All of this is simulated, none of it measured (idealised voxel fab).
Module name: voxel self aligned vias (process module)
Cross-section cut spans 155 nm and uses square cells 5 nm in size.
Cross-sections here: square-cell grids, written as top-down lists of bands, a band being one or more rows of cells.
Top height, bottom height, nm. Materials left to right, width each, nm. Single material + "full width" = fills band edge to edge. "air" = empty.
Convention: height 0 is the level below which the wafer, as received, is all one material. The lowest band does not terminate at the bottom but continues downward, represented as "from 0 down".
The expression "30->40" gives the width at the extremes of the band, the first number at its top row of cells and the second at its bottom row, with the width changing by equal amounts from each row to the next in between.
"no change" (step): cross-section cells unchanged, all of them.
Under "Fully sealed cavities" you'll find the enclosed gaps, the ones with no way out to the top, that are 8 cells or bigger; each reads width x height at distance, with distance counted from the left edge, everything in nm.
Formally, on a step line, whatever follows the settings is a remark that the simulator itself makes on the step.
When a step includes a mask, the "overlay nm" setting on its line states how far to the right of its planned place that mask lay, and negative values state how far to the left.

-- These are the steps we planned for the process
step 1: op RECEIVE | material Si
step 2: op CONFORMAL_DEP | material SiO2 | thk nm 10
step 3: op CONFORMAL_DEP | material SiCN | thk nm 5
step 4: op DIRECTIONAL_DEP | material lowk | thk nm 30
step 5: op MASKED_ETCH | tone open | mask id LINES | width nm 30 | pitch nm 65 | etch materials lowk | depth nm 30 | overlay nm 0
step 6: op CONFORMAL_DEP | material TiN | thk nm 5
step 7: op FILL_DEP | material Ru | thk nm 10
step 8: op CMP | height nm 45
step 9: op SELECTIVE_ETCH | etch materials W Ru TiN | depth nm 5
step 10: op FILL_DEP | material SiN | thk nm 10
step 11: op CMP | height nm 45
step 12: op DIRECTIONAL_DEP | material lowk | thk nm 15
step 13: op PATTERN | tone open | mask id VIAS | material resist | width nm 50 | thk nm 15 | overlay nm 0
step 14: op DIRECTIONAL_ETCH | etch materials lowk | depth nm 15
step 15: op DIRECTIONAL_ETCH | etch materials SiN | depth nm 5
step 16: op STRIP | etch materials resist
step 17: op CONFORMAL_DEP | material TiN | thk nm 5
step 18: op FILL_DEP | material Cu | thk nm 5
step 19: op CMP | height nm 60
step 20: op CONFORMAL_DEP | material SiCN | thk nm 5

-- As-received state of the wafer in cross-section, equivalent to post-step 1
    from 0 down  Si full width
    Fully sealed cavities: none

-- End-of-module cross-section. Starting structure and process plan as above; one mistake made in running it
    from 65 to 60  SiCN full width
    from 60 to 45  lowk 20 nm, TiN 5 nm, Cu 40 nm, TiN 5 nm, lowk 85 nm
    from 45 to 40  SiN 20 nm, TiN 50 nm, SiN 85 nm
    from 40 to 15  lowk 30 nm, TiN 5 nm, Ru 20 nm, TiN 5 nm, lowk 35 nm, TiN 5 nm, Ru 20 nm, TiN 5 nm, lowk 30 nm
    from 15 to 10  lowk 30 nm, TiN 30 nm, lowk 35 nm, TiN 30 nm, lowk 30 nm
    from 10 to 0  SiO2 full width
    from 0 down  Si full width
    Fully sealed cavities: none
Run error: step 3 of the plan was excluded from execution and never run
